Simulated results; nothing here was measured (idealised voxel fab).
process module | voxel capacitor over wiring
cross-section cut | 150 nm wide | cells 5 nm
A cross-section is a grid of square cells, given in bands from the top down. A band is one or more rows of cells.
Each band's line starts with the height of the band's top and of its bottom, in nm. Then come its materials from left to right, each with its width in nm. One material with "throughout" fills the band from edge to edge. "air" is empty space.
Height 0 is the level under which the wafer as received is all one material. The lowest band goes on downwards, as in "0 down".
A width such as "30 to 40" changes by the same amount from each row of cells to the next, from the band's top row to its bottom row.
"no change" after a step means that no cell of the cross-section changed.
closed voids: empty space of 8 cells or more with no open way to the top, each as width x height at its distance from the left edge, in nm
after a step's settings: what the simulator itself notes on the step
overlay nm, on a step with a mask: how far to the right of its planned place the mask lay; to the left if negative
plan
1 op RECEIVE | material Si
2 op CONFORMAL_DEP | material SiO2 | thk nm 15
3 op CONFORMAL_DEP | material SiN | thk nm 5
4 op DIRECTIONAL_DEP | material lowk | thk nm 25
5 op PATTERN | tone open | mask id METAL_1 | material resist | width nm 25 | pitch nm 95 | thk nm 20 | overlay nm 0
6 op DIRECTIONAL_ETCH | etch materials lowk | depth nm 25
7 op DIRECTIONAL_ETCH | etch materials SiN | depth nm 5
8 op STRIP | etch materials resist
9 op CONFORMAL_DEP | material TiN | thk nm 5
10 op FILL_DEP | material Cu | thk nm 10
11 op CMP | height nm 45
12 op CONFORMAL_DEP | material SiCN | thk nm 5
13 op DIRECTIONAL_DEP | material lowk | thk nm 20
14 op DIRECTIONAL_DEP | material aC | thk nm 15
15 op PATTERN | tone open | mask id PLUG_1 | material resist | width nm 15 | thk nm 35 | overlay nm 0
16 op DIRECTIONAL_ETCH | etch materials aC | depth nm 15
17 op STRIP | etch materials resist
18 op DIRECTIONAL_ETCH | etch materials lowk | depth nm 20
19 op DIRECTIONAL_ETCH | etch materials SiCN | depth nm 5
20 op STRIP | etch materials aC
21 op CONFORMAL_DEP | material TiN | thk nm 5
22 op FILL_DEP | material Ru | thk nm 10
23 op CMP | height nm 70
24 op DIRECTIONAL_DEP | material TiN | thk nm 5
25 op DIRECTIONAL_DEP | material Al2O3 | thk nm 5
26 op DIRECTIONAL_DEP | material TiN | thk nm 10
27 op DIRECTIONAL_DEP | material aC | thk nm 10
28 op PATTERN | tone cover | mask id UPPER_PLATE | material resist | width nm 75 | thk nm 30 | overlay nm 0
29 op DIRECTIONAL_ETCH | etch materials aC | depth nm 10
30 op STRIP | etch materials resist
31 op DIRECTIONAL_ETCH | etch materials TiN | depth nm 10
32 op DIRECTIONAL_ETCH | etch materials Al2O3 | depth nm 5
33 op STRIP | etch materials aC
34 op MASKED_ETCH | tone cover | mask id LOWER_PLATE | width nm 85 | etch materials TiN | depth nm 5 | overlay nm 0
35 op FILL_DEP | material SiO2 | thk nm 20
36 op CMP | height nm 105
37 op DIRECTIONAL_DEP | material aC | thk nm 15
38 op PATTERN | tone open | mask id PLUG_2 | material resist | width nm 15 | thk nm 30 | overlay nm 0
39 op DIRECTIONAL_ETCH | etch materials aC | depth nm 15
40 op STRIP | etch materials resist
41 op DIRECTIONAL_ETCH | etch materials SiO2 | depth nm 15
42 op STRIP | etch materials aC
43 op CONFORMAL_DEP | material TiN | thk nm 5
44 op FILL_DEP | material Cu | thk nm 10
45 op CMP | height nm 105
46 op CONFORMAL_DEP | material SiN | thk nm 5
as received, after step 1
  0 down: Si throughout
  closed voids: none
a wafer at the end: this start, this plan, one mistake
  110 to 105: SiN throughout
  105 to 95: SiO2 35 | TiN 5 | Cu 5 | TiN 5 | SiO2 100
  95 to 85: SiO2 35 to 25 | TiN 15 to 75 | SiO2 100 to 50
  85 to 80: SiO2 20 | TiN 85 | SiO2 45
  80 to 75: Al2O3 throughout
  75 to 70: TiN throughout
  70 to 50: lowk 25 | TiN 5 | Ru 5 | TiN 5 | lowk 110
  50 to 45: SiCN 25 | TiN 15 | SiCN 110
  45 to 20: lowk 15 | TiN 5 | Cu 15 | TiN 5 | lowk 70 | TiN 5 | Cu 15 | TiN 5 | lowk 15
  20 to 15: SiN 15 | TiN 25 | SiN 70 | TiN 25 | SiN 15
  15 to 0: SiO2 throughout
  0 down: Si throughout
  closed voids: none
what went wrong: step 31 ran as: op DIRECTIONAL_ETCH | etch materials TiN | depth nm 5
